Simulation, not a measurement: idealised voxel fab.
Process module under the name voxel air gaps
Square cell edge 5 nm, section width 300 nm, ID cut.
Cross-section, as written here: a square-cell grid given band by band from the top down, where a band holds one or more rows of cells. Top height, bottom height, nm. Materials left to right, width each, nm. Single material + "edge to edge" = fills band edge to edge. "empty" = empty. Counting heights begins at 0, where everything beneath is, in the wafer as received, one material. The lowest band has no bottom; it goes on downwards, as "0 -> down" shows. With a width like "30->40", each row of cells in the band differs from the next by the same amount, the top row carrying the first number and the bottom row the second. A step reported as "no alteration" is a step in which no cell of the cross-section changed. In "Entrapped voids" the enclosed voids are listed, meaning empty spaces of 8 cells or larger without any opening to the top. The form is width x height at distance, distance from the left edge, units nm. Step line, after settings: the simulator's comment on this step. Steps that use a mask can have "overlay nm" on their line. It says how far the mask sat to the right of where it was meant to be. Negative means to the left.
[Process steps (planned)]
1) RECEIVE with material Si
2) CONFORMAL_DEP with material SiO2, thk nm 15
3) CONFORMAL_DEP with material SiCN, thk nm 5
4) DIRECTIONAL_DEP with material lowk, thk nm 30
5) PATTERN with tone open, mask id LINES, material resist, width nm 15, pitch nm 55, thk nm 20, overlay nm 0
6) DIRECTIONAL_ETCH with etch materials lowk, depth nm 30
7) STRIP with etch materials resist
8) CONFORMAL_DEP with material TiN, thk nm 5
9) FILL_DEP with material W, thk nm 5
10) CMP with height nm 50
11) EPI with material Ru, thk nm 10
12) SELECTIVE_ETCH with etch materials lowk, depth nm 40
13) CONFORMAL_DEP with material SiCN, thk nm 5
What sets these wafers apart? The width nm at step 5. They all start alike, and the plan carries the first wafer's value.
[Cross-section of the first of several wafers on receipt, reflecting completion of step 1]
    0 -> down = Si edge to edge
    Entrapped voids: none
[first wafer at the end, after step 13]
    65 -> 60 = empty 45 nm  SiCN 45 nm  empty 10 nm  SiCN 45 nm  empty 10 nm  SiCN 45 nm  empty 10 nm  SiCN 45 nm  empty 45 nm
    60 -> 50 = empty 45 nm  SiCN 5 nm  Ru 35 nm  SiCN 5 nm  empty 10 nm  SiCN 5 nm  Ru 35 nm  SiCN 5 nm  empty 10 nm  SiCN 5 nm  Ru 35 nm  SiCN 5 nm  empty 10 nm  SiCN 5 nm  Ru 35 nm  SiCN 5 nm  empty 45 nm
    50 -> 45 = empty 45 nm  SiCN 15 nm  TiN 5 nm  W 5 nm  TiN 5 nm  SiCN 15 nm  empty 10 nm  SiCN 15 nm  TiN 5 nm  W 5 nm  TiN 5 nm  SiCN 15 nm  empty 10 nm  SiCN 15 nm  TiN 5 nm  W 5 nm  TiN 5 nm  SiCN 15 nm  empty 10 nm  SiCN 15 nm  TiN 5 nm  W 5 nm  TiN 5 nm  SiCN 15 nm  empty 45 nm
    45 -> 25 = empty 55 nm  SiCN 5 nm  TiN 5 nm  W 5 nm  TiN 5 nm  SiCN 5 nm  empty 30 nm  SiCN 5 nm  TiN 5 nm  W 5 nm  TiN 5 nm  SiCN 5 nm  empty 30 nm  SiCN 5 nm  TiN 5 nm  W 5 nm  TiN 5 nm  SiCN 5 nm  empty 30 nm  SiCN 5 nm  TiN 5 nm  W 5 nm  TiN 5 nm  SiCN 5 nm  empty 55 nm
    25 -> 20 = SiCN 60 nm  TiN 15 nm  SiCN 40 nm  TiN 15 nm  SiCN 40 nm  TiN 15 nm  SiCN 40 nm  TiN 15 nm  SiCN 60 nm
    20 -> 15 = SiCN edge to edge
    15 -> 0 = SiO2 edge to edge
    0 -> down = Si edge to edge
    Entrapped voids: none
[Final wafer cross-section at module end]
    65 -> 60 = empty 35 nm  SiCN 235 nm  empty 30 nm
    60 -> 50 = empty 35 nm  SiCN 5 nm  Ru 225 nm  SiCN 5 nm  empty 30 nm
    50 -> 45 = empty 35 nm  SiCN 15 nm  TiN 5 nm  W 30 nm  TiN 5 nm  lowk 15 nm  TiN 5 nm  W 30 nm  TiN 5 nm  lowk 15 nm  TiN 5 nm  W 30 nm  TiN 5 nm  lowk 15 nm  TiN 5 nm  W 30 nm  TiN 5 nm  SiCN 15 nm  empty 30 nm
    45 -> 25 = empty 45 nm  SiCN 5 nm  TiN 5 nm  W 30 nm  TiN 5 nm  lowk 15 nm  TiN 5 nm  W 30 nm  TiN 5 nm  lowk 15 nm  TiN 5 nm  W 30 nm  TiN 5 nm  lowk 15 nm  TiN 5 nm  W 30 nm  TiN 5 nm  SiCN 5 nm  empty 40 nm
    25 -> 20 = SiCN 50 nm  TiN 40 nm  lowk 15 nm  TiN 40 nm  lowk 15 nm  TiN 40 nm  lowk 15 nm  TiN 40 nm  SiCN 45 nm
    20 -> 15 = SiCN edge to edge
    15 -> 0 = SiO2 edge to edge
    0 -> down = Si edge to edge
    Entrapped voids: none
[Tabulated below, wafer by wafer, are the end-of-module results: for each material, the number of cells gained (+) or lost (-) relative to the as-received state, followed by the closed voids]
width nm 15; +56 Ru; +216 SiCN; +180 SiO2; +52 TiN; +20 W; Entrapped voids: none
width nm 20; +64 Ru; +216 SiCN; +180 SiO2; +56 TiN; +40 W; Entrapped voids: none
width nm 25; +72 Ru; +216 SiCN; +180 SiO2; +60 TiN; +60 W; Entrapped voids: 20 x 20 at 85; 20 x 20 at 140; 20 x 20 at 195
width nm 30; +80 Ru; +204 SiCN; +180 SiO2; +64 TiN; +80 W; Entrapped voids: 15 x 20 at 90; 15 x 20 at 145; 15 x 20 at 200
width nm 35; +88 Ru; +144 SiCN; +180 SiO2; +68 TiN; +100 W; +72 lowk; Entrapped voids: none
width nm 40; +90 Ru; +144 SiCN; +180 SiO2; +72 TiN; +120 W; +54 lowk; Entrapped voids: none
